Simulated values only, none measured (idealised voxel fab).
Process module under the name voxel self aligned contacts
In the cross-section labelled cut, the width is 230 nm and each square cell is 5 nm.
Bands, listed from the top down, are how a cross-section gets written in this document; the cross-section itself is a grid of square cells, and a band is one or more rows of them.
Read a band's entry like this: the first values are the height of its top and the height of its bottom in nm, and what follows is the sequence of materials from left to right, each with its width in nm. Note that "air" is empty space, and that a single material marked "everywhere" reaches across the band from edge to edge.
Height 0 is the level under which the wafer as received is all one material. The lowest band goes on downwards, as in "from 0 down".
With a width like "30..40", each row of cells in the band differs from the next by the same amount, the top row carrying the first number and the bottom row the second.
When a step is marked "no change occurred", none of the cells in the cross-section changed during that step.
Each empty space that has no open way to the top and spans at least 8 cells appears under "Cavities, closed" as width x height at distance, the distance counted from the left edge, all in nm.
Read whatever lies past the settings on a step's line as the simulator's own remark about the step.
overlay nm: how far to the right of its planned place the mask lay on this masked step (negative: to the left).
# Listed below are the process steps as planned
step 1: RECEIVE,material Si
step 2: CONFORMAL_DEP,material SiO2,thk nm 5
step 3: DIRECTIONAL_DEP,material polySi,thk nm 25
step 4: DIRECTIONAL_DEP,material SiN,thk nm 20
step 5: DIRECTIONAL_DEP,material aC,thk nm 15
step 6: PATTERN,tone cover,mask id GATE,material resist,width nm 30,pitch nm 55,thk nm 30,overlay nm 0
step 7: DIRECTIONAL_ETCH,etch materials aC,depth nm 15
step 8: STRIP,etch materials resist
step 9: DIRECTIONAL_ETCH,etch materials SiN,depth nm 20
step 10: DIRECTIONAL_ETCH,etch materials polySi,depth nm 25
step 11: STRIP,etch materials aC
step 12: CONFORMAL_DEP,material SiN,thk nm 5
step 13: DIRECTIONAL_ETCH,etch materials SiN,depth nm 5
step 14: FILL_DEP,material SiO2,thk nm 15
step 15: CMP,height nm 60
step 16: DIRECTIONAL_DEP,material aC,thk nm 15
step 17: PATTERN,tone open,mask id CONTACT,material resist,width nm 25,thk nm 35,overlay nm 0
step 18: DIRECTIONAL_ETCH,etch materials aC,depth nm 15
step 19: STRIP,etch materials resist
step 20: DIRECTIONAL_ETCH,etch materials SiO2,depth nm 60
step 21: STRIP,etch materials aC
step 22: CONFORMAL_DEP,material TiN,thk nm 5
step 23: FILL_DEP,material W,thk nm 5
step 24: CMP,height nm 60
step 25: CONFORMAL_DEP,material SiN,thk nm 5
Be aware that, although all wafers share a common starting state, the width nm at step 17 differs among them, and the plan displays the first wafer's value.
# As received, i.e. after step 1: cross-section through the first of several wafers
- from 0 down = Si everywhere
- Cavities, closed: none
# each wafer at the end: cells of each material gained (+) or lost (-) since it was received, then its closed voids
width nm 25, +130 SiN, +368 SiO2, +27 TiN, +13 W, +60 polySi, Cavities, closed: none
width nm 30, +130 SiN, +366 SiO2, +28 TiN, +14 W, +60 polySi, Cavities, closed: none
width nm 35, +130 SiN, +364 SiO2, +29 TiN, +15 W, +60 polySi, Cavities, closed: none
width nm 40, +130 SiN, +362 SiO2, +30 TiN, +16 W, +60 polySi, Cavities, closed: none
width nm 45, +130 SiN, +360 SiO2, +31 TiN, +17 W, +60 polySi, Cavities, closed: none
width nm 50, +130 SiN, +358 SiO2, +32 TiN, +18 W, +60 polySi, Cavities, closed: none
